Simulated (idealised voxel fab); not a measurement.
You're looking at the process module voxel lift off.
This is section cut - it's 275 nm across, gridded in 5 nm square cells.
Cross-section format: a grid of square cells, given as bands from top to bottom; each band is one or more rows of cells.
Quick guide to a band line: top height, bottom height (nm) up front; then every material left to right with its width in nm. Only one material and it's marked "all across"? Then it fills the band edge to edge. And "air" just means empty space.
We count height from 0. Below that, the starting wafer is all one material. The lowest band never ends at the bottom but goes on down; see "0 down" for how that is written.
The notation "30 to 40" denotes a width that varies across the rows of cells in the band, beginning at the first number in the top row, finishing at the second number in the bottom row, and changing by an identical amount from each row to the next.
A step reported as "left unchanged" is a step in which no cell of the cross-section changed.
You'll see "Cavities, closed" listing empty spaces that have no way open to the top, as long as they're 8 cells or more; the notation is width x height at distance, where the distance is from the left edge, and all of it is in nm.
The remark found on a step's line after its settings is issued by the simulator itself and pertains to that step.
overlay nm: on a step with a mask, how far right of its planned place the mask lay; negative means left.

Planned process steps
1. RECEIVE (material Si)
2. CONFORMAL_DEP (material SiO2; thk nm 15)
3. PATTERN (tone open; mask id LINES; material resist; width nm 30; pitch nm 60; thk nm 20; overlay nm 0)
4. DIRECTIONAL_DEP (material Ru; thk nm 5)
5. STRIP (etch materials resist)
6. CONFORMAL_DEP (material SiCN; thk nm 5)

Step 1 complete: cross-section of the wafer as received
	0 down: Si all across
	Cavities, closed: none

Below is the wafer in cross-section after the module was completed. It began from the starting point shown above and followed the plan shown above, except that one mistake was made while running it
	25 to 20: air: 80 | SiCN: 50 | air: 10 | SiCN: 50 | air: 85
	20 to 15: SiCN: 85 | Ru: 40 | SiCN: 20 | Ru: 40 | SiCN: 90
	15 to 0: SiO2 all across
	0 down: Si all across
	Cavities, closed: none
Deviation noted in wafer processing: step 3 ran differently from the plan; actual operation with settings: PATTERN (tone open; mask id LINES; material resist; width nm 40; pitch nm 60; thk nm 20; overlay nm 0)
